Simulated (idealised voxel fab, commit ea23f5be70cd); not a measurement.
You're looking at the process module voxel tone inversion.
This is section cut - it's 290 nm across, gridded in 5 nm square cells.
Each cross-section below is a grid of square cells, stated as bands in top-down order, with one or more rows of cells making up each band. For a band, the entry starts with two heights in nm, that of the top and then that of the bottom, and carries on with the band's materials in order from left to right, each alongside its width in nm; the word "throughout" beside a single material means it fills the band edge to edge, and "blank" means empty space. Heights from 0 (as-received wafer is one material below). Bottom band endless downward, as "0..down". Read "30->40" as a graded width: first number on top, second number at the bottom, same change between each pair of neighbouring rows. "left unchanged" means the step left every cell of the cross-section as it was. "Closed void roster" contains a list of empty spaces, each no smaller than 8 cells and without an open way to the top, written in the form width x height at distance with the distance from the left edge and all three in nm. Step line, after settings: the simulator's comment on this step. Regarding "overlay nm": on a step with a mask, it is the distance the mask lay to the right of its planned place; a negative value places it to the left.
LIST OF PLANNED PROCESS STEPS
- 1: RECEIVE with material Si
- 2: CONFORMAL_DEP with material SiCN, thk nm 10
- 3: DIRECTIONAL_DEP with material polySi, thk nm 5
- 4: PATTERN with tone cover, mask id POSTS, material resist, width nm 20, pitch nm 50, thk nm 20, overlay nm 0
- 5: DIRECTIONAL_ETCH with etch materials polySi, depth nm 15
- 6: STRIP with etch materials resist
- 7: FILL_DEP with material lowk, thk nm 10
- 8: CMP with height nm 25
- 9: STRIP with etch materials polySi
- 10: CONFORMAL_DEP with material TiN, thk nm 5
- 11: FILL_DEP with material W, thk nm 10
- 12: CMP with height nm 25
- 13: CONFORMAL_DEP with material SiN, thk nm 5
The plan's step 3 thk nm is the first wafer's value; the wafers differ in this setting and start identical.
THE FIRST OF SEVERAL WAFERS AS RECEIVED, SHOWN IN CROSS-SECTION; THIS IS ITS STATE AFTER STEP 1
> 0..down = Si throughout
> Closed void roster: none
FIRST WAFER OF SEVERAL, CROSS-SECTION, MODULE END, AFTER STEP 13 (LAST)
> 30..25 = SiN throughout
> 25..15 = lowk throughout
> 15..10 = 110 nm lowk | 20 nm polySi | 30 nm lowk | 20 nm polySi | 110 nm lowk
> 10..0 = SiCN throughout
> 0..down = Si throughout
> Closed void roster: none
LAST WAFER, END OF MODULE, CROSS-SECTION
> 30..25 = SiN throughout
> 25..15 = W throughout
> 15..10 = TiN throughout
> 10..0 = SiCN throughout
> 0..down = Si throughout
> Closed void roster: none
TABULATED BELOW, WAFER BY WAFER, ARE THE END-OF-MODULE RESULTS: FOR EACH MATERIAL, THE NUMBER OF CELLS GAINED (+) OR LOST (-) RELATIVE TO THE AS-RECEIVED STATE, FOLLOWED BY THE CLOSED VOIDS
thk nm 5, +116 SiCN, +58 SiN, +166 lowk, +8 polySi, Closed void roster: none
thk nm 10, +116 SiCN, +58 SiN, +158 lowk, +16 polySi, Closed void roster: none
thk nm 15, +116 SiCN, +58 SiN, +16 TiN, +8 W, +150 lowk, Closed void roster: none
thk nm 20, +116 SiCN, +58 SiN, +58 TiN, +116 W, Closed void roster: none
thk nm 25, +116 SiCN, +58 SiN, +58 TiN, +116 W, Closed void roster: none
thk nm 30, +116 SiCN, +58 SiN, +58 TiN, +116 W, Closed void roster: none
